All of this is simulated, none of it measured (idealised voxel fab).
voxel ribs on slabs: a process module
For reference, the cross-section in this document is cut, with width 155 nm and square cells of 5 nm.
The cross-sections in this document take the form of a grid made of square cells. They are written out as bands, in order from top to bottom. Each band consists of one or more rows of cells. It is stipulated that each band's entry specify, in nanometres, the height of the top of the band and then that of its bottom, followed by the materials of the band in left-to-right sequence, each together with its width in nanometres. A single material marked by the word "all across" is understood to fill the band from edge to edge; the word "air" is understood to denote empty space. Note: height 0 marks the level under which the wafer is uniformly one material as received. Lowest band unbounded below, written "0 down". It should be noted that a width expressed as "30..40" varies in equal increments from row to row of cells within the band, taking the value of the first number at the top row and that of the second number at the bottom row. Where a step carries "no alteration", the cross-section came out of it unchanged, cell for cell. In "Closed void listing" the enclosed voids are listed, meaning empty spaces of 8 cells or larger without any opening to the top. The form is width x height at distance, distance from the left edge, units nm. Text after the settings on a step's line: the simulator's own remark on that step. overlay nm: on a step with a mask, how far right of its planned place the mask lay; negative means left.
### These are the steps we planned for the process
1: op RECEIVE | material Si
2: op DIRECTIONAL_DEP | material SiO2 | thk nm 25
3: op DIRECTIONAL_DEP | material SiN | thk nm 20
4: op DIRECTIONAL_DEP | material aC | thk nm 15
5: op PATTERN | tone cover | mask id RIB | material resist | width nm 30 | thk nm 35 | overlay nm 0
6: op DIRECTIONAL_ETCH | etch materials aC | depth nm 15
7: op STRIP | etch materials resist
8: op DIRECTIONAL_ETCH | etch materials SiN | depth nm 10
9: op STRIP | etch materials aC
10: op DIRECTIONAL_DEP | material aC | thk nm 15
11: op PATTERN | tone cover | mask id SLAB | material resist | width nm 60 | thk nm 30 | overlay nm 0
12: op DIRECTIONAL_ETCH | etch materials aC | depth nm 15
13: op STRIP | etch materials resist
14: op DIRECTIONAL_ETCH | etch materials SiN | depth nm 10
15: op STRIP | etch materials aC
16: op FILL_DEP | material SiO2 | thk nm 20
17: op CMP | height nm 55
18: op DIRECTIONAL_DEP | material TiN | thk nm 10
19: op PATTERN | tone cover | mask id HEATER | material resist | width nm 40 | thk nm 20 | overlay nm 0
20: op DIRECTIONAL_ETCH | etch materials TiN | depth nm 10
21: op STRIP | etch materials resist
22: op CONFORMAL_DEP | material SiN | thk nm 5
### Shown in cross-section is the wafer as received, that is, as it stands after step 1
0 down  Si all across
Closed void listing: none
### Cross-sectional view of the first of the two wafers upon completion of the module, processed in accordance with the plan
70 to 65  air=50; SiN=50; air=55
65 to 60  air=50; SiN=5; TiN=40; SiN=5; air=55
60 to 55  SiN=55; TiN=40; SiN=60
55 to 45  SiO2 all across
45 to 35  SiO2=60; SiN=30; SiO2=65
35 to 25  SiO2=45; SiN=60; SiO2=50
25 to 0  SiO2 all across
0 down  Si all across
Closed void listing: none
### Cross-section, wafer two of two, end of module: same start and plan as wafer one, one error in execution
70 to 65  air=50; SiN=50; air=55
65 to 60  air=50; SiN=5; TiN=40; SiN=5; air=55
60 to 55  SiN=55; TiN=40; SiN=60
55 to 45  SiO2 all across
45 to 30  SiO2=60; SiN=30; SiO2=65
30 to 25  SiO2=45; SiN=60; SiO2=50
25 to 0  SiO2 all across
0 down  Si all across
Closed void listing: none
What was done differently from what was planned? step 8 ran differently from the plan; actual operation with settings: op DIRECTIONAL_ETCH | etch materials SiN | depth nm 15
Count the cells at the end and the second wafer has more or fewer of some materials than the first: 6 fewer of SiN, 6 more of SiO2
